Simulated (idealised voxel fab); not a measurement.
Presented below is a process module, voxel gate over fins.
Cross-section cut spans 230 nm and uses square cells 5 nm in size.
In this document a cross-section is written as a grid of square cells. It is given as a series of bands, listed from the top down, and a band is one or more rows of cells. Basically the band line says how high the top is and how high the bottom is, in nm, and then what's in it from left to right, every material with its width in nm. Empty space shows up as "blank", and if a single material carries "edge to edge" it runs the full band edge to edge. Height datum 0, below which the as-received substrate wafer is one material. Lowest band open at the bottom, running downward: "0..down". A width such as "30..40" changes by the same amount from each row of cells to the next, from the band's top row to its bottom row. The cross-section has no changed cell in any step marked "all unchanged". Each empty space that has no open way to the top and spans at least 8 cells appears under "Sealed void inventory" as width x height at distance, the distance counted from the left edge, all in nm. The remark found on a step's line after its settings is issued by the simulator itself and pertains to that step. Among the settings permitted on a step's line is "overlay nm"; applied to a step with a mask, it specifies the extent to which the mask lay to the right of its planned position, whereas a negative figure signifies a position to the left.
# Planned step list for the process
step 1: RECEIVE,material Si
step 2: CONFORMAL_DEP,material SiN,thk nm 10
step 3: PATTERN,tone cover,mask id FINS,material resist,width nm 15,pitch nm 50,thk nm 15,overlay nm 0
step 4: DIRECTIONAL_ETCH,etch materials SiN,depth nm 10
step 5: DIRECTIONAL_ETCH,etch materials Si,depth nm 35
step 6: STRIP,etch materials resist
step 7: OXIDIZE,depth nm 5
step 8: FILL_DEP,material SiO2,thk nm 5
step 9: CMP,height nm 10
step 10: DIRECTIONAL_DEP,material aC,thk nm 10
step 11: PATTERN,tone open,mask id RAIL,material resist,width nm 15,thk nm 30,overlay nm 0
step 12: DIRECTIONAL_ETCH,etch materials aC,depth nm 10
step 13: STRIP,etch materials resist
step 14: DIRECTIONAL_ETCH,etch materials SiO2,depth nm 40
step 15: STRIP,etch materials aC
step 16: CONFORMAL_DEP,material TiN,thk nm 5
step 17: FILL_DEP,material W,thk nm 10
step 18: CMP,height nm 10
step 19: SELECTIVE_ETCH,etch materials W Ru TiN,depth nm 25
step 20: FILL_DEP,material SiO2,thk nm 5
step 21: CMP,height nm 10
step 22: SELECTIVE_ETCH,etch materials SiO2,depth nm 20
step 23: STRIP,etch materials SiN
step 24: CONFORMAL_DEP,material HfO2,thk nm 5
step 25: CONFORMAL_DEP,material TiN,thk nm 5
step 26: CONFORMAL_DEP,material TiAl,thk nm 5
step 27: CONFORMAL_DEP,material TiN,thk nm 5
step 28: FILL_DEP,material W,thk nm 15
step 29: CMP,height nm 30
step 30: CONFORMAL_DEP,material SiCN,thk nm 5
# Step 1 complete: cross-section of the wafer as received
  0..down = Si edge to edge
  Sealed void inventory: none
# End state of the module in cross-section, given the above starting point and plan and one mistake in execution
  35..30 = SiCN edge to edge
  30..20 = W edge to edge
  20..15 = W 40 / TiN 45 / W 5 / TiN 45 / W 5 / TiN 45 / W 45
  15..10 = W 40 / TiN 5 / TiAl 35 / TiN 5 / W 5 / TiN 5 / TiAl 35 / TiN 5 / W 5 / TiN 5 / TiAl 35 / TiN 5 / W 45
  10..5 = W 40 / TiN 5 / TiAl 5 / TiN 25 / TiAl 5 / TiN 5 / W 5 / TiN 5 / TiAl 5 / TiN 25 / TiAl 5 / TiN 5 / W 5 / TiN 5 / TiAl 5 / TiN 25 / TiAl 5 / TiN 5 / W 45
  5..0 = W 40 / TiN 5 / TiAl 5 / TiN 5 / HfO2 15 / TiN 5 / TiAl 5 / TiN 15 / TiAl 5 / TiN 5 / HfO2 15 / TiN 5 / TiAl 5 / TiN 5 / W 5 / TiN 5 / TiAl 5 / TiN 5 / HfO2 15 / TiN 5 / TiAl 5 / TiN 5 / W 45
  0..-5 = W 40 / TiN 5 / TiAl 5 / TiN 5 / HfO2 5 / Si 5 / HfO2 5 / TiN 5 / TiAl 25 / TiN 5 / HfO2 5 / Si 5 / HfO2 5 / TiN 5 / TiAl 5 / TiN 5 / W 5 / TiN 5 / TiAl 5 / TiN 5 / HfO2 5 / Si 5 / HfO2 5 / TiN 5 / TiAl 5 / TiN 5 / W 45
  -5..-10 = W 40 / TiN 5 / TiAl 5 / TiN 5 / HfO2 5 / Si 5 / HfO2 5 / TiN 35 / HfO2 5 / Si 5 / HfO2 5 / TiN 5 / TiAl 5 / TiN 5 / W 5 / TiN 5 / TiAl 5 / TiN 5 / HfO2 5 / Si 5 / HfO2 5 / TiN 5 / TiAl 5 / TiN 5 / W 45
  -10..-15 = TiN 45 / TiAl 5 / TiN 5 / HfO2 5 / Si 5 / HfO2 5 / TiN 5 / HfO2 25 / TiN 5 / HfO2 5 / Si 5 / HfO2 5 / TiN 5 / TiAl 5 / TiN 15 / TiAl 5 / TiN 5 / HfO2 5 / Si 5 / HfO2 5 / TiN 5 / TiAl 5 / TiN 50
  -15..-20 = TiAl 50 / TiN 5 / HfO2 5 / Si 5 / HfO2 5 / TiN 5 / HfO2 5 / TiN 5 / W 5 / TiN 5 / HfO2 5 / TiN 5 / HfO2 5 / Si 5 / HfO2 5 / TiN 5 / TiAl 25 / TiN 5 / HfO2 5 / Si 5 / HfO2 5 / TiN 5 / TiAl 55
  -20..-25 = TiN 55 / HfO2 5 / Si 5 / HfO2 5 / TiN 5 / HfO2 5 / TiN 5 / W 5 / TiN 5 / HfO2 5 / TiN 5 / HfO2 5 / Si 5 / HfO2 5 / TiN 35 / HfO2 5 / Si 5 / HfO2 5 / TiN 60
  -25..-30 = HfO2 60 / Si 5 / HfO2 15 / TiN 15 / HfO2 15 / Si 5 / HfO2 45 / Si 5 / HfO2 65
  -30..-40 = SiO2 60 / Si 5 / SiO2 45 / Si 5 / SiO2 45 / Si 5 / SiO2 65
  -40..down = Si edge to edge
  Sealed void inventory: none
In executing the process, a mistake was made relative to the plan: twice over, step 22 of the plan was run
